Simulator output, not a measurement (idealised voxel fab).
This section sets out a process module, namely voxel released beams.
cross-section cut | 260 nm wide | cells 5 nm
When this document writes out a cross-section, it uses a grid of square cells and lists it as bands, beginning at the top and moving down, with a band standing for one or more rows of cells. Heights first: top, then bottom, in nm. Then materials, left to right, each with a width in nm. "all across" on a single material: fills the band edge to edge. "blank": empty space. Heights are expressed relative to 0, this being the level below which the as-received wafer comprises one material exclusively. The lowest band is unbounded in the downward direction and is denoted as in "top 0, no bottom". It should be noted that a width expressed as "30->40" varies in equal increments from row to row of cells within the band, taking the value of the first number at the top row and that of the second number at the bottom row. No cell of the cross-section changed in a step that is given as "no modifications". The entry titled "Voids, enclosed" provides the empty spaces that have no open way to the top, restricted to those of 8 cells or more. Each is presented as width x height at distance, the distance being measured from the left edge, with all three in nm. Where a step's line continues beyond its settings, the continuation is a remark by the simulator itself on that step. Among the settings permitted on a step's line is "overlay nm"; applied to a step with a mask, it specifies the extent to which the mask lay to the right of its planned position, whereas a negative figure signifies a position to the left.

-- List of planned process steps
1,RECEIVE | material Si
2,CONFORMAL_DEP | material SiN | thk nm 5
3,DIRECTIONAL_DEP | material SiO2 | thk nm 20
4,DIRECTIONAL_DEP | material aC | thk nm 15
5,PATTERN | tone open | mask id ANCHOR | material resist | width nm 25 | thk nm 35 | overlay nm 0
6,DIRECTIONAL_ETCH | etch materials aC | depth nm 15
7,STRIP | etch materials resist
8,DIRECTIONAL_ETCH | etch materials SiO2 | depth nm 20
9,STRIP | etch materials aC
10,CONFORMAL_DEP | material TiN | thk nm 10
11,MASKED_ETCH | tone cover | mask id BEAM | width nm 100 | etch materials TiN | depth nm 10 | overlay nm 0
12,STRIP | etch materials SiO2

-- As-received wafer cross-section (after step 1)
    top 0, no bottom  Si all across
    Voids, enclosed: none

-- End-of-module cross-section of the first of two wafers, processed as planned
    top 35, bottom 25  75 of blank, 15 of TiN, 5 of blank, 80 of TiN, 85 of blank
    top 25, bottom 15  80 of blank, 10 of TiN, 5 of blank, 10 of TiN, 155 of blank
    top 15, bottom 5  80 of blank, 25 of TiN, 155 of blank
    top 5, bottom 0  SiN all across
    top 0, no bottom  Si all across
    Voids, enclosed: none

-- Second of two wafers, module complete, sectioned: it shares the first wafer's start and plan but was run with one mistake
    top 30, bottom 20  75 of blank, 15 of TiN, 5 of blank, 80 of TiN, 85 of blank
    top 20, bottom 10  80 of blank, 10 of TiN, 5 of blank, 10 of TiN, 155 of blank
    top 10, bottom 0  80 of blank, 25 of TiN, 155 of blank
    top 0, no bottom  Si all across
    Voids, enclosed: none
Run error: step 2 of the plan: omitted, not performed
Wrapping up, a cell-based count of both wafers puts the second over or under the first for these materials: 52 fewer of SiN
